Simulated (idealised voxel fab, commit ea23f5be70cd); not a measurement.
A process module follows: voxel transistor to metal.
The figure presents cross-section cut, which has a width of 195 nm and is divided into square cells with an edge length of 5 nm.
We lay out every cross-section as a grid of square cells and spell it out in bands from the top down, where one band means one or more rows of cells.
Within each band entry, the heights of the top and of the bottom of the band appear first, in that order and in nm; the materials of the band then follow from left to right, each with its corresponding width in nm. The designation "throughout" on a single material indicates that it fills the band from edge to edge; the designation "empty" indicates empty space.
Heads up on the height convention: 0 is the point under which the incoming wafer is all one material, and the lowest band has no bottom, it just keeps going down, like "0 nm and below".
Width "30..40": first value at the band's top row of cells, second value at its bottom row, equal change from row to row.
"same as before" -> step changed no cross-section cell.
For the entry "Closed void roster", the listed items are empty spaces with no open way to the top whose size is 8 cells or more; each item follows the pattern width x height at distance, where distance is from the left edge and all three are in nm.
Text after the settings on a step's line: the simulator's own remark on that step.
Among the settings permitted on a step's line is "overlay nm"; applied to a step with a mask, it specifies the extent to which the mask lay to the right of its planned position, whereas a negative figure signifies a position to the left.

# Below is the list of planned process steps
1. RECEIVE with material Si
2. OXIDIZE with depth nm 5
3. CONFORMAL_DEP with material SiN, thk nm 10
4. DIRECTIONAL_DEP with material aC, thk nm 15
5. PATTERN with tone cover, mask id ACTIVE, material resist, width nm 130, thk nm 30, overlay nm 0
6. DIRECTIONAL_ETCH with etch materials aC, depth nm 15
7. STRIP with etch materials resist
8. DIRECTIONAL_ETCH with etch materials SiN, depth nm 10
9. DIRECTIONAL_ETCH with etch materials SiO2, depth nm 5
10. DIRECTIONAL_ETCH with etch materials Si, depth nm 30
11. STRIP with etch materials aC
12. FILL_DEP with material SiO2, thk nm 5
13. CMP with height nm 10
14. SELECTIVE_ETCH with etch materials SiO2, depth nm 10
15. STRIP with etch materials SiN
16. SELECTIVE_ETCH with etch materials SiO2, depth nm 5
17. OXIDIZE with depth nm 5
18. DIRECTIONAL_DEP with material polySi, thk nm 30
19. DIRECTIONAL_DEP with material SiCN, thk nm 10
20. DIRECTIONAL_DEP with material aC, thk nm 15
21. PATTERN with tone cover, mask id GATE, material resist, width nm 30, thk nm 30, overlay nm 0
22. DIRECTIONAL_ETCH with etch materials aC, depth nm 15
23. STRIP with etch materials resist
24. DIRECTIONAL_ETCH with etch materials SiCN, depth nm 20
25. DIRECTIONAL_ETCH with etch materials polySi, depth nm 40
26. STRIP with etch materials aC
27. CONFORMAL_DEP with material SiN, thk nm 10
28. DIRECTIONAL_ETCH with etch materials SiN, depth nm 10
29. DIRECTIONAL_ETCH with etch materials SiO2, depth nm 5
30. DIRECTIONAL_ETCH with etch materials Si, depth nm 10
31. EPI with material pSi, thk nm 10
32. FILL_DEP with material SiO2, thk nm 10
33. CMP with height nm 25
34. STRIP with etch materials polySi
35. SELECTIVE_ETCH with etch materials SiO2, depth nm 5
36. CONFORMAL_DEP with material HfO2, thk nm 5
37. CONFORMAL_DEP with material TiN, thk nm 5
38. FILL_DEP with material W, thk nm 10
39. CMP with height nm 20
40. DIRECTIONAL_DEP with material SiO2, thk nm 10
41. PATTERN with tone open, mask id CONTACT, material resist, width nm 20, pitch nm 90, thk nm 20, overlay nm 0
42. DIRECTIONAL_ETCH with etch materials SiO2, depth nm 40
43. STRIP with etch materials resist
44. CONFORMAL_DEP with material TiN, thk nm 5
45. FILL_DEP with material W, thk nm 10
46. CMP with height nm 30
47. DIRECTIONAL_DEP with material TiN, thk nm 5
48. DIRECTIONAL_DEP with material Ru, thk nm 25
49. MASKED_ETCH with tone cover, mask id METAL_1, width nm 20, pitch nm 90, etch materials Ru, depth nm 25, overlay nm 0
50. MASKED_ETCH with tone cover, mask id METAL_1, width nm 20, pitch nm 90, etch materials TiN, depth nm 5, overlay nm 0
51. CONFORMAL_DEP with material SiN, thk nm 5
52. FILL_DEP with material SiO2, thk nm 5
53. CMP with height nm 60
54. CONFORMAL_DEP with material SiCN, thk nm 5

# Cross-sectional view of the wafer in its as-received condition, corresponding to the state after step 1
> 0 nm and below | Si throughout
> Closed void roster: none

# Looking at the first of two wafers in cross-section at end of module - ran to plan
> 65 nm to 60 nm | SiCN throughout
> 60 nm to 35 nm | SiO2: 35  SiN: 5  Ru: 20  SiN: 5  SiO2: 60  SiN: 5  Ru: 20  SiN: 5  SiO2: 40
> 35 nm to 30 nm | SiN: 40  TiN: 20  SiN: 70  TiN: 20  SiN: 45
> 30 nm to 20 nm | SiO2: 40  TiN: 5  W: 10  TiN: 5  SiO2: 70  TiN: 5  W: 10  TiN: 5  SiO2: 45
> 20 nm to 0 nm | SiO2: 40  TiN: 5  W: 10  TiN: 5  SiO2: 10  SiN: 10  HfO2: 5  TiN: 5  W: 10  TiN: 5  HfO2: 5  SiN: 10  SiO2: 10  TiN: 5  W: 10  TiN: 5  SiO2: 45
> 0 nm to -5 nm | SiO2: 40  TiN: 5  W: 10  TiN: 5  pSi: 10  SiN: 10  HfO2: 5  TiN: 20  HfO2: 5  SiN: 10  pSi: 10  TiN: 5  W: 10  TiN: 5  SiO2: 45
> -5 nm to -10 nm | SiO2: 40  TiN: 20  pSi: 10  SiO2: 5  HfO2: 40  SiO2: 5  pSi: 10  TiN: 20  SiO2: 45
> -10 nm to -20 nm | SiO2: 30  pSi: 40  Si: 50  pSi: 40  SiO2: 35
> -20 nm to -35 nm | SiO2: 30  Si: 130  SiO2: 35
> -35 nm and below | Si throughout
> Closed void roster: none

# Cross-sectional view of the second of two wafers upon completion of the module. This wafer shared its starting condition and process plan with the first; one error was made during its execution
> 65 nm to 60 nm | SiCN throughout
> 60 nm to 35 nm | SiO2: 35  SiN: 5  Ru: 20  SiN: 5  SiO2: 60  SiN: 5  Ru: 20  SiN: 5  SiO2: 40
> 35 nm to 30 nm | SiN: 40  TiN: 20  SiN: 70  TiN: 20  SiN: 45
> 30 nm to 20 nm | SiO2: 40  TiN: 5  W: 10  TiN: 5  SiO2: 70  TiN: 5  W: 10  TiN: 5  SiO2: 45
> 20 nm to 0 nm | SiO2: 40  TiN: 5  W: 10  TiN: 5  SiO2: 10  SiN: 10  TiN: 5  W: 20  TiN: 5  SiN: 10  SiO2: 10  TiN: 5  W: 10  TiN: 5  SiO2: 45
> 0 nm to -5 nm | SiO2: 40  TiN: 5  W: 10  TiN: 5  pSi: 10  SiN: 10  TiN: 5  W: 20  TiN: 5  SiN: 10  pSi: 10  TiN: 5  W: 10  TiN: 5  SiO2: 45
> -5 nm to -10 nm | SiO2: 40  TiN: 20  pSi: 10  SiO2: 5  TiN: 40  SiO2: 5  pSi: 10  TiN: 20  SiO2: 45
> -10 nm to -20 nm | SiO2: 30  pSi: 40  Si: 50  pSi: 40  SiO2: 35
> -20 nm to -35 nm | SiO2: 30  Si: 130  SiO2: 35
> -35 nm and below | Si throughout
> Closed void roster: none
Here's what went sideways: plan step 36 skipped
Count the cells at the end and the second wafer has more or fewer of some materials than the first: HfO2 -18; TiN +6; W +12
